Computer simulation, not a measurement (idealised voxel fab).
A process module follows: voxel capacitor over wiring.
Cross-section cut: width 220 nm, square cells of 5 nm.
Cross-section = grid of square cells, listed top down in bands; band = one or more rows. Quick guide to a band line: top height, bottom height (nm) up front; then every material left to right with its width in nm. Only one material and it's marked "edge to edge"? Then it fills the band edge to edge. And "air" just means empty space. Heights are expressed relative to 0, this being the level below which the as-received wafer comprises one material exclusively. The lowest band is unbounded in the downward direction and is denoted as in "0 and below". Width spec "30 to 40" -> top row of cells at first value, bottom row at second value, equal per-row change in between. Basically "nothing was modified" means that step didn't change any cell in the cross-section. Under "Enclosed void inventory" you'll find the enclosed gaps, the ones with no way out to the top, that are 8 cells or bigger; each reads width x height at distance, with distance counted from the left edge, everything in nm. Step line, after settings: the simulator's comment on this step. Among the settings permitted on a step's line is "overlay nm"; applied to a step with a mask, it specifies the extent to which the mask lay to the right of its planned position, whereas a negative figure signifies a position to the left.

These are the steps we planned for the process:
1 RECEIVE | material Si
2 CONFORMAL_DEP | material SiO2 | thk nm 10
3 CONFORMAL_DEP | material SiN | thk nm 5
4 DIRECTIONAL_DEP | material lowk | thk nm 15
5 PATTERN | tone open | mask id METAL_1 | material resist | width nm 20 | pitch nm 70 | thk nm 15 | overlay nm 0
6 DIRECTIONAL_ETCH | etch materials lowk | depth nm 15
7 DIRECTIONAL_ETCH | etch materials SiN | depth nm 5
8 STRIP | etch materials resist
9 CONFORMAL_DEP | material TiN | thk nm 5
10 FILL_DEP | material Cu | thk nm 10
11 CMP | height nm 30
12 CONFORMAL_DEP | material SiCN | thk nm 5
13 DIRECTIONAL_DEP | material lowk | thk nm 20
14 DIRECTIONAL_DEP | material aC | thk nm 10
15 PATTERN | tone open | mask id PLUG_1 | material resist | width nm 15 | thk nm 30 | overlay nm 0
16 DIRECTIONAL_ETCH | etch materials aC | depth nm 10
17 STRIP | etch materials resist
18 DIRECTIONAL_ETCH | etch materials lowk | depth nm 20
19 DIRECTIONAL_ETCH | etch materials SiCN | depth nm 5
20 STRIP | etch materials aC
21 EPI | material Ru | thk nm 10
22 EPI | material Ru | thk nm 10
23 EPI | material Ru | thk nm 5
24 DIRECTIONAL_DEP | material TiN | thk nm 10
25 DIRECTIONAL_DEP | material SiN | thk nm 5
26 DIRECTIONAL_DEP | material TiN | thk nm 10
27 PATTERN | tone cover | mask id UPPER_PLATE | material resist | width nm 55 | thk nm 15 | overlay nm 0
28 DIRECTIONAL_ETCH | etch materials TiN | depth nm 10
29 DIRECTIONAL_ETCH | etch materials SiN | depth nm 5
30 STRIP | etch materials resist
31 MASKED_ETCH | tone cover | mask id LOWER_PLATE | width nm 65 | etch materials TiN | depth nm 10 | overlay nm 0
32 FILL_DEP | material SiO2 | thk nm 15
33 CMP | height nm 90
34 DIRECTIONAL_DEP | material aC | thk nm 15
35 PATTERN | tone open | mask id PLUG_2 | material resist | width nm 15 | thk nm 30 | overlay nm 0
36 DIRECTIONAL_ETCH | etch materials aC | depth nm 15
37 STRIP | etch materials resist
38 DIRECTIONAL_ETCH | etch materials SiO2 | depth nm 10
39 STRIP | etch materials aC
40 CONFORMAL_DEP | material TiN | thk nm 5
41 FILL_DEP | material Cu | thk nm 5
42 CMP | height nm 90
43 CONFORMAL_DEP | material SiCN | thk nm 5

First of two wafers: run as planned:

Cross-section of the wafer upon arrival, representing the state reached after step 1:
* 0 and below: Si edge to edge
* Enclosed void inventory: none

You're looking at a cross-section of the wafer after step 2:
* 10 down to 0: SiO2 edge to edge
* Below a height of 0, the structure has not been altered.

You're looking at a cross-section of the wafer after step 3:
* 15 down to 10: SiN edge to edge
* Below a height of 10, the structure has not been altered.

You're looking at a cross-section of the wafer after step 4:
* 30 down to 15: lowk edge to edge
* Below a height of 15, the structure has not been altered.

You're looking at a cross-section of the wafer after step 5:
* 45 down to 30: 65 resist / 20 air / 50 resist / 20 air / 65 resist
* Below a height of 30, the structure has not been altered.

You're looking at a cross-section of the wafer after step 6:
* 45 down to 30: 65 resist / 20 air / 50 resist / 20 air / 65 resist
* 30 down to 15: 65 lowk / 20 air / 50 lowk / 20 air / 65 lowk
* Below a height of 15, the structure has not been altered.

You're looking at a cross-section of the wafer after step 7:
* 45 down to 30: 65 resist / 20 air / 50 resist / 20 air / 65 resist
* 30 down to 15: 65 lowk / 20 air / 50 lowk / 20 air / 65 lowk
* 15 down to 10: 65 SiN / 20 air / 50 SiN / 20 air / 65 SiN
* Below a height of 10, the structure has not been altered.

You're looking at a cross-section of the wafer after step 8:
* 30 down to 15: 65 lowk / 20 air / 50 lowk / 20 air / 65 lowk
* Below a height of 15, the structure has not been altered.

You're looking at a cross-section of the wafer after step 9:
* 35 down to 30: 70 TiN / 10 air / 60 TiN / 10 air / 70 TiN
* 30 down to 15: 65 lowk / 5 TiN / 10 air / 5 TiN / 50 lowk / 5 TiN / 10 air / 5 TiN / 65 lowk
* 15 down to 10: 65 SiN / 20 TiN / 50 SiN / 20 TiN / 65 SiN
* Below a height of 10, the structure has not been altered.

You're looking at a cross-section of the wafer after step 10:
* 45 down to 35: Cu edge to edge
* 35 down to 30: 70 TiN / 10 Cu / 60 TiN / 10 Cu / 70 TiN
* 30 down to 15: 65 lowk / 5 TiN / 10 Cu / 5 TiN / 50 lowk / 5 TiN / 10 Cu / 5 TiN / 65 lowk
* Below a height of 15, the structure has not been altered.

You're looking at a cross-section of the wafer after step 11:
* 30 down to 15: 65 lowk / 5 TiN / 10 Cu / 5 TiN / 50 lowk / 5 TiN / 10 Cu / 5 TiN / 65 lowk
* Below a height of 15, the structure has not been altered.

You're looking at a cross-section of the wafer after step 12:
* 35 down to 30: SiCN edge to edge
* Below a height of 30, the structure has not been altered.

You're looking at a cross-section of the wafer after step 13:
* 55 down to 35: lowk edge to edge
* Below a height of 35, the structure has not been altered.

You're looking at a cross-section of the wafer after step 14:
* 65 down to 55: aC edge to edge
* Below a height of 55, the structure has not been altered.

You're looking at a cross-section of the wafer after step 15:
* 95 down to 65: 70 resist / 15 air / 135 resist
* Below a height of 65, the structure has not been altered.

You're looking at a cross-section of the wafer after step 16:
* 85 down to 65: 70 resist / 15 air / 135 resist
* 65 down to 55: 70 aC / 15 air / 135 aC
* Below a height of 55, the structure has not been altered.

You're looking at a cross-section of the wafer after step 17:
* 65 down to 55: 70 aC / 15 air / 135 aC
* Below a height of 55, the structure has not been altered.

You're looking at a cross-section of the wafer after step 18:
* 65 down to 55: 70 aC / 15 air / 135 aC
* 55 down to 35: 70 lowk / 15 air / 135 lowk
* Below a height of 35, the structure has not been altered.

You're looking at a cross-section of the wafer after step 19:
* 65 down to 55: 70 aC / 15 air / 135 aC
* 55 down to 35: 70 lowk / 15 air / 135 lowk
* 35 down to 30: 70 SiCN / 15 air / 135 SiCN
* Below a height of 30, the structure has not been altered.

You're looking at a cross-section of the wafer after step 20:
* 55 down to 35: 70 lowk / 15 air / 135 lowk
* Below a height of 35, the structure has not been altered.

You're looking at a cross-section of the wafer after step 21:
* 55 down to 40: 70 lowk / 15 air / 135 lowk
* 40 down to 35: 70 lowk / 15 Ru / 135 lowk
* 35 down to 30: 70 SiCN / 15 Ru / 135 SiCN
* Below a height of 30, the structure has not been altered.

You're looking at a cross-section of the wafer after step 22:
* 55 down to 50: 70 lowk / 15 air / 135 lowk
* 50 down to 35: 70 lowk / 15 Ru / 135 lowk
* Below a height of 35, the structure has not been altered.

You're looking at a cross-section of the wafer after step 23:
* 55 down to 35: 70 lowk / 15 Ru / 135 lowk
* Below a height of 35, the structure has not been altered.

You're looking at a cross-section of the wafer after step 24:
* 65 down to 55: TiN edge to edge
* Below a height of 55, the structure has not been altered.

You're looking at a cross-section of the wafer after step 25:
* 70 down to 65: SiN edge to edge
* Below a height of 65, the structure has not been altered.

You're looking at a cross-section of the wafer after step 26:
* 80 down to 70: TiN edge to edge
* Below a height of 70, the structure has not been altered.

You're looking at a cross-section of the wafer after step 27:
* 95 down to 80: 70 air / 55 resist / 95 air
* Below a height of 80, the structure has not been altered.

You're looking at a cross-section of the wafer after step 28:
* 95 down to 80: 70 air / 55 resist / 95 air
* 80 down to 70: 70 air / 55 TiN / 95 air
* Below a height of 70, the structure has not been altered.

You're looking at a cross-section of the wafer after step 29:
* 95 down to 80: 70 air / 55 resist / 95 air
* 80 down to 70: 70 air / 55 TiN / 95 air
* 70 down to 65: 70 air / 55 SiN / 95 air
* Below a height of 65, the structure has not been altered.

You're looking at a cross-section of the wafer after step 30:
* 80 down to 70: 70 air / 55 TiN / 95 air
* Below a height of 70, the structure has not been altered.

You're looking at a cross-section of the wafer after step 31:
* 80 down to 70: 70 air / 55 TiN / 95 air
* 70 down to 65: 70 air / 55 SiN / 95 air
* 65 down to 55: 65 air / 65 TiN / 90 air
* Below a height of 55, the structure has not been altered.

You're looking at a cross-section of the wafer after step 32:
* 95 down to 80: SiO2 edge to edge
* 80 down to 70: 70 SiO2 / 55 TiN / 95 SiO2
* 70 down to 65: 70 SiO2 / 55 SiN / 95 SiO2
* 65 down to 55: 65 SiO2 / 65 TiN / 90 SiO2
* Below a height of 55, the structure has not been altered.

You're looking at a cross-section of the wafer after step 33:
* 90 down to 80: SiO2 edge to edge
* Below a height of 80, the structure has not been altered.

You're looking at a cross-section of the wafer after step 34:
* 105 down to 90: aC edge to edge
* Below a height of 90, the structure has not been altered.

You're looking at a cross-section of the wafer after step 35:
* 135 down to 105: 80 resist / 15 air / 125 resist
* Below a height of 105, the structure has not been altered.

You're looking at a cross-section of the wafer after step 36:
* 120 down to 105: 80 resist / 15 air / 125 resist
* 105 down to 90: 80 aC / 15 air / 125 aC
* Below a height of 90, the structure has not been altered.

You're looking at a cross-section of the wafer after step 37:
* 105 down to 90: 80 aC / 15 air / 125 aC
* Below a height of 90, the structure has not been altered.

You're looking at a cross-section of the wafer after step 38:
* 105 down to 90: 80 aC / 15 air / 125 aC
* 90 down to 80: 80 SiO2 / 15 air / 125 SiO2
* Below a height of 80, the structure has not been altered.

You're looking at a cross-section of the wafer after step 39:
* 90 down to 80: 80 SiO2 / 15 air / 125 SiO2
* Below a height of 80, the structure has not been altered.

You're looking at a cross-section of the wafer after step 40:
* 95 down to 90: 85 TiN / 5 air / 130 TiN
* 90 down to 85: 80 SiO2 / 5 TiN / 5 air / 5 TiN / 125 SiO2
* 85 down to 80: 80 SiO2 / 15 TiN / 125 SiO2
* Below a height of 80, the structure has not been altered.

You're looking at a cross-section of the wafer after step 41:
* 100 down to 95: Cu edge to edge
* 95 down to 90: 85 TiN / 5 Cu / 130 TiN
* 90 down to 85: 80 SiO2 / 5 TiN / 5 Cu / 5 TiN / 125 SiO2
* Below a height of 85, the structure has not been altered.

You're looking at a cross-section of the wafer after step 42:
* 90 down to 85: 80 SiO2 / 5 TiN / 5 Cu / 5 TiN / 125 SiO2
* Below a height of 85, the structure has not been altered.

You're looking at a cross-section of the wafer after step 43:
* 95 down to 90: SiCN edge to edge
* Below a height of 90, the structure has not been altered.

Notes, second wafer: start = first wafer's, plan = first wafer's, execution had one mistake; history identical to first through step 26:

Here is the second wafer in cross-section at the point where step 27 of the plan should have been done:
* 95 down to 80: 70 air / 60 resist / 90 air
* Below a height of 80, the structure has not been altered.

Here is the second wafer in cross-section at the point where step 28 of the plan should have been done:
* 95 down to 80: 70 air / 60 resist / 90 air
* 80 down to 70: 70 air / 60 TiN / 90 air
* Below a height of 70, the structure has not been altered.

Here is the second wafer in cross-section at the point where step 29 of the plan should have been done:
* 95 down to 80: 70 air / 60 resist / 90 air
* 80 down to 70: 70 air / 60 TiN / 90 air
* 70 down to 65: 70 air / 60 SiN / 90 air
* Below a height of 65, the structure has not been altered.

Here is the second wafer in cross-section at the point where step 30 of the plan should have been done:
* 80 down to 70: 70 air / 60 TiN / 90 air
* Below a height of 70, the structure has not been altered.

Here is the second wafer in cross-section at the point where step 31 of the plan should have been done:
* 80 down to 70: 70 air / 60 TiN / 90 air
* 70 down to 65: 70 air / 60 SiN / 90 air
* 65 down to 55: 65 air / 65 TiN / 90 air
* Below a height of 55, the structure has not been altered.

Here is the second wafer in cross-section at the point where step 32 of the plan should have been done:
* 95 down to 80: SiO2 edge to edge
* 80 down to 70: 70 SiO2 / 60 TiN / 90 SiO2
* 70 down to 65: 70 SiO2 / 60 SiN / 90 SiO2
* 65 down to 55: 65 SiO2 / 65 TiN / 90 SiO2
* Below a height of 55, the structure has not been altered.

Here is the second wafer in cross-section at the point where step 33 of the plan should have been done:
* 90 down to 80: SiO2 edge to edge
* Below a height of 80, the structure has not been altered.

Here is the second wafer in cross-section at the point where step 34 of the plan should have been done:
* 105 down to 90: aC edge to edge
* Below a height of 90, the structure has not been altered.

Here is the second wafer in cross-section at the point where step 35 of the plan should have been done:
* 135 down to 105: 80 resist / 15 air / 125 resist
* Below a height of 105, the structure has not been altered.

Here is the second wafer in cross-section at the point where step 36 of the plan should have been done:
* 120 down to 105: 80 resist / 15 air / 125 resist
* 105 down to 90: 80 aC / 15 air / 125 aC
* Below a height of 90, the structure has not been altered.

Here is the second wafer in cross-section at the point where step 37 of the plan should have been done:
* 105 down to 90: 80 aC / 15 air / 125 aC
* Below a height of 90, the structure has not been altered.

Here is the second wafer in cross-section at the point where step 38 of the plan should have been done:
* 105 down to 90: 80 aC / 15 air / 125 aC
* 90 down to 80: 80 SiO2 / 15 air / 125 SiO2
* Below a height of 80, the structure has not been altered.

Here is the second wafer in cross-section at the point where step 39 of the plan should have been done:
* 90 down to 80: 80 SiO2 / 15 air / 125 SiO2
* Below a height of 80, the structure has not been altered.

Here is the second wafer in cross-section at the point where step 40 of the plan should have been done:
* 95 down to 90: 85 TiN / 5 air / 130 TiN
* 90 down to 85: 80 SiO2 / 5 TiN / 5 air / 5 TiN / 125 SiO2
* 85 down to 80: 80 SiO2 / 15 TiN / 125 SiO2
* Below a height of 80, the structure has not been altered.

Here is the second wafer in cross-section at the point where step 41 of the plan should have been done:
* 100 down to 95: Cu edge to edge
* 95 down to 90: 85 TiN / 5 Cu / 130 TiN
* 90 down to 85: 80 SiO2 / 5 TiN / 5 Cu / 5 TiN / 125 SiO2
* Below a height of 85, the structure has not been altered.

Here is the second wafer in cross-section at the point where step 42 of the plan should have been done:
* 90 down to 85: 80 SiO2 / 5 TiN / 5 Cu / 5 TiN / 125 SiO2
* Below a height of 85, the structure has not been altered.

Here is the second wafer in cross-section at the point where step 43 of the plan should have been done:
* 95 down to 90: SiCN edge to edge
* Below a height of 90, the structure has not been altered.
Processing error: step 27 off recipe, ran as PATTERN | tone cover | mask id UPPER_PLATE | material resist | width nm 60 | thk nm 15 | overlay nm 0
Final cells, second wafer relative to first, materials higher or lower: SiN: 1 more, SiO2: 3 fewer, TiN: 2 more
